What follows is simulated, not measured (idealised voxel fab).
The name of this process module is voxel gate over fins.
Pictured: cross-section cut, 260 nm wide, on a grid of 5 nm square cells.
Reading order for cross-sections: top band down to bottom band. Underlying form: a grid of square cells. Band size: one or more rows of cells.
Within each band entry, the heights of the top and of the bottom of the band appear first, in that order and in nm; the materials of the band then follow from left to right, each with its corresponding width in nm. The designation "throughout" on a single material indicates that it fills the band from edge to edge; the designation "air" indicates empty space.
Note: height 0 marks the level under which the wafer is uniformly one material as received. Lowest band unbounded below, written "0 and below".
With a width like "30 to 40", each row of cells in the band differs from the next by the same amount, the top row carrying the first number and the bottom row the second.
"no change" means the step left every cell of the cross-section as it was.
Closed empty spaces (no open way to the top) of 8 cells or more are what "Enclosed empty spaces" lists, each as width x height at distance from the left edge, nm for all three.
Read whatever lies past the settings on a step's line as the simulator's own remark about the step.
"overlay nm" answers the question of how far to the right of plan the mask lay on a step that has a mask, and when it is negative the answer is to the left.

## Planned step list for the process
1) op RECEIVE | material Si
2) op CONFORMAL_DEP | material SiN | thk nm 5
3) op MASKED_ETCH | tone cover | mask id FINS | width nm 15 | pitch nm 60 | etch materials SiN | depth nm 5 | overlay nm 0
4) op MASKED_ETCH | tone cover | mask id FINS | width nm 15 | pitch nm 60 | etch materials Si | depth nm 35 | overlay nm 0
5) op OXIDIZE | depth nm 5
6) op FILL_DEP | material SiO2 | thk nm 5
7) op CMP | height nm 5
8) op MASKED_ETCH | tone open | mask id RAIL | width nm 15 | etch materials SiO2 | depth nm 35 | overlay nm 0
9) op CONFORMAL_DEP | material TiN | thk nm 5
10) op FILL_DEP | material Ru | thk nm 10
11) op CMP | height nm 5
12) op SELECTIVE_ETCH | etch materials W Ru TiN | depth nm 20
13) op FILL_DEP | material SiO2 | thk nm 5
14) op CMP | height nm 5
15) op SELECTIVE_ETCH | etch materials SiO2 | depth nm 15
16) op STRIP | etch materials SiN
17) op CONFORMAL_DEP | material HfO2 | thk nm 5
18) op CONFORMAL_DEP | material TiN | thk nm 5
19) op FILL_DEP | material W | thk nm 15
20) op CMP | height nm 20
21) op CONFORMAL_DEP | material SiN | thk nm 10

## The following pertains to the first of two wafers, which was processed as planned

## Incoming wafer in cross-section (state: after step 1)
0 and below  Si throughout
Enclosed empty spaces: none

## The wafer in cross-section once step 2 is complete
5 down to 0  SiN throughout
Note: structure below 0 unchanged.

## The wafer in cross-section once step 3 is complete
5 down to 0  60 of air, 15 of SiN, 45 of air, 15 of SiN, 45 of air, 15 of SiN, 65 of air
Note: structure below 0 unchanged.

## The wafer in cross-section once step 4 is complete
5 down to 0  60 of air, 15 of SiN, 45 of air, 15 of SiN, 45 of air, 15 of SiN, 65 of air
0 down to -35  60 of air, 15 of Si, 45 of air, 15 of Si, 45 of air, 15 of Si, 65 of air
Note: structure below -35 unchanged.

## The wafer in cross-section once step 5 is complete
5 down to 0  60 of air, 15 of SiN, 45 of air, 15 of SiN, 45 of air, 15 of SiN, 65 of air
0 down to -35  60 of air, 5 of SiO2, 5 of Si, 5 of SiO2, 45 of air, 5 of SiO2, 5 of Si, 5 of SiO2, 45 of air, 5 of SiO2, 5 of Si, 5 of SiO2, 65 of air
-35 down to -40  65 of SiO2, 5 of Si, 55 of SiO2, 5 of Si, 55 of SiO2, 5 of Si, 70 of SiO2
Note: structure below -40 unchanged.

## The wafer in cross-section once step 6 is complete
10 down to 5  SiO2 throughout
5 down to 0  60 of SiO2, 15 of SiN, 45 of SiO2, 15 of SiN, 45 of SiO2, 15 of SiN, 65 of SiO2
0 down to -40  65 of SiO2, 5 of Si, 55 of SiO2, 5 of Si, 55 of SiO2, 5 of Si, 70 of SiO2
Note: structure below -40 unchanged.

## The wafer in cross-section once step 7 is complete
5 down to 0  60 of SiO2, 15 of SiN, 45 of SiO2, 15 of SiN, 45 of SiO2, 15 of SiN, 65 of SiO2
Note: structure below 0 unchanged.

## The wafer in cross-section once step 8 is complete
5 down to 0  60 of SiO2, 15 of SiN, 15 of SiO2, 15 of air, 15 of SiO2, 15 of SiN, 45 of SiO2, 15 of SiN, 65 of SiO2
0 down to -30  65 of SiO2, 5 of Si, 20 of SiO2, 15 of air, 20 of SiO2, 5 of Si, 55 of SiO2, 5 of Si, 70 of SiO2
Note: structure below -30 unchanged.

## The wafer in cross-section once step 9 is complete
10 down to 5  95 of TiN, 5 of air, 160 of TiN
5 down to 0  60 of SiO2, 15 of SiN, 15 of SiO2, 5 of TiN, 5 of air, 5 of TiN, 15 of SiO2, 15 of SiN, 45 of SiO2, 15 of SiN, 65 of SiO2
0 down to -25  65 of SiO2, 5 of Si, 20 of SiO2, 5 of TiN, 5 of air, 5 of TiN, 20 of SiO2, 5 of Si, 55 of SiO2, 5 of Si, 70 of SiO2
-25 down to -30  65 of SiO2, 5 of Si, 20 of SiO2, 15 of TiN, 20 of SiO2, 5 of Si, 55 of SiO2, 5 of Si, 70 of SiO2
Note: structure below -30 unchanged.

## The wafer in cross-section once step 10 is complete
20 down to 10  Ru throughout
10 down to 5  95 of TiN, 5 of Ru, 160 of TiN
5 down to 0  60 of SiO2, 15 of SiN, 15 of SiO2, 5 of TiN, 5 of Ru, 5 of TiN, 15 of SiO2, 15 of SiN, 45 of SiO2, 15 of SiN, 65 of SiO2
0 down to -25  65 of SiO2, 5 of Si, 20 of SiO2, 5 of TiN, 5 of Ru, 5 of TiN, 20 of SiO2, 5 of Si, 55 of SiO2, 5 of Si, 70 of SiO2
Note: structure below -25 unchanged.

## The wafer in cross-section once step 11 is complete
5 down to 0  60 of SiO2, 15 of SiN, 15 of SiO2, 5 of TiN, 5 of Ru, 5 of TiN, 15 of SiO2, 15 of SiN, 45 of SiO2, 15 of SiN, 65 of SiO2
Note: structure below 0 unchanged.

## The wafer in cross-section once step 12 is complete
5 down to 0  60 of SiO2, 15 of SiN, 15 of SiO2, 15 of air, 15 of SiO2, 15 of SiN, 45 of SiO2, 15 of SiN, 65 of SiO2
0 down to -15  65 of SiO2, 5 of Si, 20 of SiO2, 15 of air, 20 of SiO2, 5 of Si, 55 of SiO2, 5 of Si, 70 of SiO2
Note: structure below -15 unchanged.

## The wafer in cross-section once step 13 is complete
10 down to 5  SiO2 throughout
5 down to 0  60 of SiO2, 15 of SiN, 45 of SiO2, 15 of SiN, 45 of SiO2, 15 of SiN, 65 of SiO2
0 down to -15  65 of SiO2, 5 of Si, 55 of SiO2, 5 of Si, 55 of SiO2, 5 of Si, 70 of SiO2
Note: structure below -15 unchanged.

## The wafer in cross-section once step 14 is complete
5 down to 0  60 of SiO2, 15 of SiN, 45 of SiO2, 15 of SiN, 45 of SiO2, 15 of SiN, 65 of SiO2
Note: structure below 0 unchanged.

## The wafer in cross-section once step 15 is complete
5 down to 0  60 of air, 15 of SiN, 45 of air, 15 of SiN, 45 of air, 15 of SiN, 65 of air
0 down to -10  65 of air, 5 of Si, 55 of air, 5 of Si, 55 of air, 5 of Si, 70 of air
Note: structure below -10 unchanged.

## The wafer in cross-section once step 16 is complete
0 down to -10  65 of air, 5 of Si, 55 of air, 5 of Si, 55 of air, 5 of Si, 70 of air
Note: structure below -10 unchanged.

## The wafer in cross-section once step 17 is complete
5 down to 0  60 of air, 15 of HfO2, 45 of air, 15 of HfO2, 45 of air, 15 of HfO2, 65 of air
0 down to -5  60 of air, 5 of HfO2, 5 of Si, 5 of HfO2, 45 of air, 5 of HfO2, 5 of Si, 5 of HfO2, 45 of air, 5 of HfO2, 5 of Si, 5 of HfO2, 65 of air
-5 down to -10  65 of HfO2, 5 of Si, 55 of HfO2, 5 of Si, 55 of HfO2, 5 of Si, 70 of HfO2
Note: structure below -10 unchanged.

## The wafer in cross-section once step 18 is complete
10 down to 5  55 of air, 25 of TiN, 35 of air, 25 of TiN, 35 of air, 25 of TiN, 60 of air
5 down to 0  55 of air, 5 of TiN, 15 of HfO2, 5 of TiN, 35 of air, 5 of TiN, 15 of HfO2, 5 of TiN, 35 of air, 5 of TiN, 15 of HfO2, 5 of TiN, 60 of air
0 down to -5  60 of TiN, 5 of HfO2, 5 of Si, 5 of HfO2, 45 of TiN, 5 of HfO2, 5 of Si, 5 of HfO2, 45 of TiN, 5 of HfO2, 5 of Si, 5 of HfO2, 65 of TiN
Note: structure below -5 unchanged.

## The wafer in cross-section once step 19 is complete
25 down to 10  W throughout
10 down to 5  55 of W, 25 of TiN, 35 of W, 25 of TiN, 35 of W, 25 of TiN, 60 of W
5 down to 0  55 of W, 5 of TiN, 15 of HfO2, 5 of TiN, 35 of W, 5 of TiN, 15 of HfO2, 5 of TiN, 35 of W, 5 of TiN, 15 of HfO2, 5 of TiN, 60 of W
Note: structure below 0 unchanged.

## The wafer in cross-section once step 20 is complete
20 down to 10  W throughout
Note: structure below 10 unchanged.

## The wafer in cross-section once step 21 is complete
30 down to 20  SiN throughout
Note: structure below 20 unchanged.

## Second wafer, same starting conditions and recipe as the first, one mistake in executing it, nothing differs from the first up to and including step 2

## Second wafer at the planned finish of step 3, seen in cross-section
5 down to 0  60 of SiN, 15 of air, 45 of SiN, 15 of air, 45 of SiN, 15 of air, 65 of SiN
Note: structure below 0 unchanged.

Second wafer at the planned finish of step 4, seen in cross-section: no change

## Second wafer at the planned finish of step 5, seen in cross-section
5 down to 0  60 of SiN, 15 of air, 45 of SiN, 15 of air, 45 of SiN, 15 of air, 65 of SiN
0 down to -5  55 of Si, 25 of SiO2, 35 of Si, 25 of SiO2, 35 of Si, 25 of SiO2, 60 of Si
Note: structure below -5 unchanged.

## Second wafer at the planned finish of step 6, seen in cross-section
10 down to 5  SiO2 throughout
5 down to 0  60 of SiN, 15 of SiO2, 45 of SiN, 15 of SiO2, 45 of SiN, 15 of SiO2, 65 of SiN
Note: structure below 0 unchanged.

## Second wafer at the planned finish of step 7, seen in cross-section
5 down to 0  60 of SiN, 15 of SiO2, 45 of SiN, 15 of SiO2, 45 of SiN, 15 of SiO2, 65 of SiN
Note: structure below 0 unchanged.

Second wafer at the planned finish of step 8, seen in cross-section: no change

## Second wafer at the planned finish of step 9, seen in cross-section
10 down to 5  TiN throughout
Note: structure below 5 unchanged.

## Second wafer at the planned finish of step 10, seen in cross-section
20 down to 10  Ru throughout
Note: structure below 10 unchanged.

## Second wafer at the planned finish of step 11, seen in cross-section
5 down to 0  60 of SiN, 15 of SiO2, 45 of SiN, 15 of SiO2, 45 of SiN, 15 of SiO2, 65 of SiN
Note: structure below 0 unchanged.

Second wafer at the planned finish of step 12, seen in cross-section: no change

## Second wafer at the planned finish of step 13, seen in cross-section
10 down to 5  SiO2 throughout
Note: structure below 5 unchanged.

## Second wafer at the planned finish of step 14, seen in cross-section
5 down to 0  60 of SiN, 15 of SiO2, 45 of SiN, 15 of SiO2, 45 of SiN, 15 of SiO2, 65 of SiN
Note: structure below 0 unchanged.

## Second wafer at the planned finish of step 15, seen in cross-section
5 down to 0  60 of SiN, 15 of air, 45 of SiN, 15 of air, 45 of SiN, 15 of air, 65 of SiN
0 down to -5  55 of Si, 25 of air, 35 of Si, 25 of air, 35 of Si, 25 of air, 60 of Si
Note: structure below -5 unchanged.

## Second wafer at the planned finish of step 16, seen in cross-section
0 down to -5  55 of Si, 25 of air, 35 of Si, 25 of air, 35 of Si, 25 of air, 60 of Si
Note: structure below -5 unchanged.

## Second wafer at the planned finish of step 17, seen in cross-section
5 down to 0  60 of HfO2, 15 of air, 45 of HfO2, 15 of air, 45 of HfO2, 15 of air, 65 of HfO2
0 down to -5  55 of Si, 25 of HfO2, 35 of Si, 25 of HfO2, 35 of Si, 25 of HfO2, 60 of Si
Note: structure below -5 unchanged.

## Second wafer at the planned finish of step 18, seen in cross-section
10 down to 5  65 of TiN, 5 of air, 55 of TiN, 5 of air, 55 of TiN, 5 of air, 70 of TiN
5 down to 0  60 of HfO2, 15 of TiN, 45 of HfO2, 15 of TiN, 45 of HfO2, 15 of TiN, 65 of HfO2
Note: structure below 0 unchanged.

## Second wafer at the planned finish of step 19, seen in cross-section
25 down to 10  W throughout
10 down to 5  65 of TiN, 5 of W, 55 of TiN, 5 of W, 55 of TiN, 5 of W, 70 of TiN
Note: structure below 5 unchanged.

## Second wafer at the planned finish of step 20, seen in cross-section
20 down to 10  W throughout
Note: structure below 10 unchanged.

## Second wafer at the planned finish of step 21, seen in cross-section
30 down to 20  SiN throughout
Note: structure below 20 unchanged.
In executing the process, a mistake was made relative to the plan: heads up, step 3 didn't go per plan, it actually ran as op MASKED_ETCH | tone open | mask id FINS | width nm 15 | pitch nm 60 | etch materials SiN | depth nm 5 | overlay nm 0
Wafer comparison, final, in cells, second relative to first, materials more or fewer: HfO2: 6 fewer, Ru: 2 fewer, Si: 377 more, SiO2: 285 fewer, TiN: 13 fewer, W: 71 fewer
